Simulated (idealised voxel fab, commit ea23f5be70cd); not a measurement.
The process module presented herein is designated voxel plated lines.
It is cross-section cut that appears here, measuring 265 nm in width, its square cells being 5 nm in size.
Bands, listed from the top down, are how a cross-section gets written in this document; the cross-section itself is a grid of square cells, and a band is one or more rows of them.
Band: top and bottom heights (nm) first, top before bottom; then materials from left to right, widths in nm. "edge to edge" marks a sole material filling the band edge to edge. "air" denotes empty space.
The reference from which all heights are counted is 0, the level beneath which the as-received wafer is entirely one material; the lowest band, having no lower bound, proceeds downward and is written after the example "z 0 and below".
Width spec "30 to 40" -> top row of cells at first value, bottom row at second value, equal per-row change in between.
Step marked "stayed the same"? Then no cell in the cross-section changed in it.
Each empty space that has no open way to the top and spans at least 8 cells appears under "Closed internal cavities" as width x height at distance, the distance counted from the left edge, all in nm.
Text after the settings on a step's line: the simulator's own remark on that step.
The "overlay nm" setting may appear on a step's line; for a step that uses a mask, it gives how far to the right of its planned position the mask lay, and a negative value indicates the left.

-- Process steps (planned)
| 1 | RECEIVE, material Si |
| 2 | CONFORMAL_DEP, material SiO2, thk nm 5 |
| 3 | DIRECTIONAL_DEP, material TiN, thk nm 5 |
| 4 | PATTERN, tone open, mask id LINES, material resist, width nm 30, pitch nm 60, thk nm 30, overlay nm 0 |
| 5 | EPI, material Ru, thk nm 10 |
| 6 | EPI, material Ru, thk nm 10 |
| 7 | STRIP, etch materials resist |
| 8 | DIRECTIONAL_ETCH, etch materials TiN, depth nm 5 |
| 9 | CONFORMAL_DEP, material SiO2, thk nm 10 |

-- The first of the two wafers, which ran as planned

-- Incoming wafer, cross-sectional view, post step 1
* z 0 and below  Si edge to edge
* Closed internal cavities: none

-- Cross-section of the wafer after step 2
* z 5 to 0  SiO2 edge to edge
* At heights below 0, the structure remains unaltered.

-- Cross-section of the wafer after step 3
* z 10 to 5  TiN edge to edge
* At heights below 5, the structure remains unaltered.

-- Cross-section of the wafer after step 4
* z 40 to 10  resist (85), then air (30), then resist (30), then air (30), then resist (90)
* At heights below 10, the structure remains unaltered.

-- Cross-section of the wafer after step 5
* z 40 to 20  resist (85), then air (30), then resist (30), then air (30), then resist (90)
* z 20 to 10  resist (85), then Ru (30), then resist (30), then Ru (30), then resist (90)
* At heights below 10, the structure remains unaltered.

-- Cross-section of the wafer after step 6
* z 40 to 30  resist (85), then air (30), then resist (30), then air (30), then resist (90)
* z 30 to 10  resist (85), then Ru (30), then resist (30), then Ru (30), then resist (90)
* At heights below 10, the structure remains unaltered.

-- Cross-section of the wafer after step 7
* z 30 to 10  air (85), then Ru (30), then air (30), then Ru (30), then air (90)
* At heights below 10, the structure remains unaltered.

-- Cross-section of the wafer after step 8
* z 30 to 10  air (85), then Ru (30), then air (30), then Ru (30), then air (90)
* z 10 to 5  air (85), then TiN (30), then air (30), then TiN (30), then air (90)
* At heights below 5, the structure remains unaltered.

-- Cross-section of the wafer after step 9
* z 40 to 30  air (75), then SiO2 (50), then air (10), then SiO2 (50), then air (80)
* z 30 to 15  air (75), then SiO2 (10), then Ru (30), then SiO2 (10), then air (10), then SiO2 (10), then Ru (30), then SiO2 (10), then air (80)
* z 15 to 10  SiO2 (85), then Ru (30), then SiO2 (30), then Ru (30), then SiO2 (90)
* z 10 to 5  SiO2 (85), then TiN (30), then SiO2 (30), then TiN (30), then SiO2 (90)
* At heights below 5, the structure remains unaltered.

-- Wafer two of two - same starting point, same process plan, one mistake in execution; matches wafer one up to and including step 1

-- Second wafer, section view, time point: scheduled end of step 2
* z 15 to 0  SiO2 edge to edge
* At heights below 0, the structure remains unaltered.

-- Second wafer, section view, time point: scheduled end of step 3
* z 20 to 15  TiN edge to edge
* At heights below 15, the structure remains unaltered.

-- Second wafer, section view, time point: scheduled end of step 4
* z 50 to 20  resist (85), then air (30), then resist (30), then air (30), then resist (90)
* At heights below 20, the structure remains unaltered.

-- Second wafer, section view, time point: scheduled end of step 5
* z 50 to 30  resist (85), then air (30), then resist (30), then air (30), then resist (90)
* z 30 to 20  resist (85), then Ru (30), then resist (30), then Ru (30), then resist (90)
* At heights below 20, the structure remains unaltered.

-- Second wafer, section view, time point: scheduled end of step 6
* z 50 to 40  resist (85), then air (30), then resist (30), then air (30), then resist (90)
* z 40 to 20  resist (85), then Ru (30), then resist (30), then Ru (30), then resist (90)
* At heights below 20, the structure remains unaltered.

-- Second wafer, section view, time point: scheduled end of step 7
* z 40 to 20  air (85), then Ru (30), then air (30), then Ru (30), then air (90)
* At heights below 20, the structure remains unaltered.

-- Second wafer, section view, time point: scheduled end of step 8
* z 40 to 20  air (85), then Ru (30), then air (30), then Ru (30), then air (90)
* z 20 to 15  air (85), then TiN (30), then air (30), then TiN (30), then air (90)
* At heights below 15, the structure remains unaltered.

-- Second wafer, section view, time point: scheduled end of step 9
* z 50 to 40  air (75), then SiO2 (50), then air (10), then SiO2 (50), then air (80)
* z 40 to 25  air (75), then SiO2 (10), then Ru (30), then SiO2 (10), then air (10), then SiO2 (10), then Ru (30), then SiO2 (10), then air (80)
* z 25 to 20  SiO2 (85), then Ru (30), then SiO2 (30), then Ru (30), then SiO2 (90)
* z 20 to 15  SiO2 (85), then TiN (30), then SiO2 (30), then TiN (30), then SiO2 (90)
* At heights below 15, the structure remains unaltered.
The mistake made against the process plan was this: in deviation from the planned setting, step 2 was conducted as CONFORMAL_DEP, material SiO2, thk nm 15
Count the cells at the end and the second wafer has more or fewer of some materials than the first: SiO2 +106
